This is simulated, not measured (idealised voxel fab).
The process module that follows is named voxel capacitor over wiring.
In the cross-section labelled cut, the width is 245 nm and each square cell is 5 nm.
In this document a cross-section is written as a grid of square cells. It is given as a series of bands, listed from the top down, and a band is one or more rows of cells.
Quick guide to a band line: top height, bottom height (nm) up front; then every material left to right with its width in nm. Only one material and it's marked "everywhere"? Then it fills the band edge to edge. And "air" just means empty space.
We count height from 0. Below that, the starting wafer is all one material. The lowest band never ends at the bottom but goes on down; see "z 0 and below" for how that is written.
Read "30..40" as a graded width: first number on top, second number at the bottom, same change between each pair of neighbouring rows.
"nothing changed", as given for a step, is the statement that not any cell of the cross-section underwent a change during that step.
Enclosed voids (no open way to top), threshold 8 cells or more, entry "Voids, enclosed", notation width x height at distance, distance from left edge, nm.
Anything after a step's settings on that line? It's the simulator's own note about the step.
"overlay nm" denotes, for a step that has a mask, the displacement of the mask to the right of its planned place, with negative values corresponding to the left.

[Intended process steps]
1) RECEIVE with material Si
2) CONFORMAL_DEP with material SiO2, thk nm 15
3) DIRECTIONAL_DEP with material TiN, thk nm 5
4) DIRECTIONAL_DEP with material Ru, thk nm 20
5) PATTERN with tone cover, mask id METAL_1, material resist, width nm 25, pitch nm 75, thk nm 20, overlay nm 0
6) DIRECTIONAL_ETCH with etch materials Ru, depth nm 20
7) DIRECTIONAL_ETCH with etch materials TiN, depth nm 5
8) STRIP with etch materials resist
9) CONFORMAL_DEP with material SiN, thk nm 5
10) FILL_DEP with material lowk, thk nm 10
11) CMP with height nm 40
12) CONFORMAL_DEP with material SiCN, thk nm 5
13) DIRECTIONAL_DEP with material SiO2, thk nm 10
14) PATTERN with tone open, mask id PLUG_1, material resist, width nm 15, thk nm 20, overlay nm 0
15) DIRECTIONAL_ETCH with etch materials SiO2, depth nm 10
16) DIRECTIONAL_ETCH with etch materials SiCN, depth nm 5
17) STRIP with etch materials resist
18) CONFORMAL_DEP with material TiN, thk nm 5
19) FILL_DEP with material Ru, thk nm 5
20) CMP with height nm 55
21) DIRECTIONAL_DEP with material TiN, thk nm 5
22) DIRECTIONAL_DEP with material HfO2, thk nm 5
23) DIRECTIONAL_DEP with material TiN, thk nm 10
24) DIRECTIONAL_DEP with material aC, thk nm 10
25) PATTERN with tone cover, mask id UPPER_PLATE, material resist, width nm 55, thk nm 30, overlay nm 0
26) DIRECTIONAL_ETCH with etch materials aC, depth nm 10
27) STRIP with etch materials resist
28) DIRECTIONAL_ETCH with etch materials TiN, depth nm 10
29) DIRECTIONAL_ETCH with etch materials HfO2, depth nm 5
30) STRIP with etch materials aC
31) DIRECTIONAL_DEP with material aC, thk nm 15
32) PATTERN with tone cover, mask id LOWER_PLATE, material resist, width nm 65, thk nm 30, overlay nm 0
33) DIRECTIONAL_ETCH with etch materials aC, depth nm 15
34) STRIP with etch materials resist
35) DIRECTIONAL_ETCH with etch materials TiN, depth nm 5
36) STRIP with etch materials aC
37) FILL_DEP with material SiO2, thk nm 20
38) CMP with height nm 90
39) DIRECTIONAL_DEP with material aC, thk nm 10
40) PATTERN with tone open, mask id PLUG_2, material resist, width nm 15, thk nm 30, overlay nm 0
41) DIRECTIONAL_ETCH with etch materials aC, depth nm 10
42) STRIP with etch materials resist
43) DIRECTIONAL_ETCH with etch materials SiO2, depth nm 15
44) STRIP with etch materials aC
45) CONFORMAL_DEP with material TiN, thk nm 5
46) FILL_DEP with material Cu, thk nm 10
47) CMP with height nm 90
48) CONFORMAL_DEP with material SiCN, thk nm 5

[Step 1 complete: cross-section of the wafer as received]
    z 0 and below: Si everywhere
    Voids, enclosed: none

[The cross-section shown corresponds to the wafer at the conclusion of the module. The initial structure and the process plan are those presented above; however, one mistake occurred in executing the plan]
    z 95 to 90: SiCN everywhere
    z 90 to 80: 90 SiO2; 5 TiN; 5 Cu; 5 TiN; 140 SiO2
    z 80 to 75: 90 SiO2; 15 TiN; 140 SiO2
    z 75 to 65: 80 SiO2; 55 TiN; 110 SiO2
    z 65 to 60: 80 SiO2; 55 HfO2; 110 SiO2
    z 60 to 55: 75 SiO2; 65 TiN; 105 SiO2
    z 55 to 45: 75 Ru; 5 TiN; 15 SiO2; 5 TiN; 145 Ru
    z 45 to 40: 80 TiN; 15 SiCN; 150 TiN
    z 40 to 20: 65 lowk; 5 SiN; 25 Ru; 5 SiN; 40 lowk; 5 SiN; 25 Ru; 5 SiN; 70 lowk
    z 20 to 15: 70 SiN; 25 TiN; 50 SiN; 25 TiN; 75 SiN
    z 15 to 0: SiO2 everywhere
    z 0 and below: Si everywhere
    Voids, enclosed: none
It is concluded that the wafer was processed incorrectly with respect to the plan, in that off-plan run, step 14, actual operation and settings PATTERN with tone cover, mask id PLUG_1, material resist, width nm 15, thk nm 20, overlay nm 0
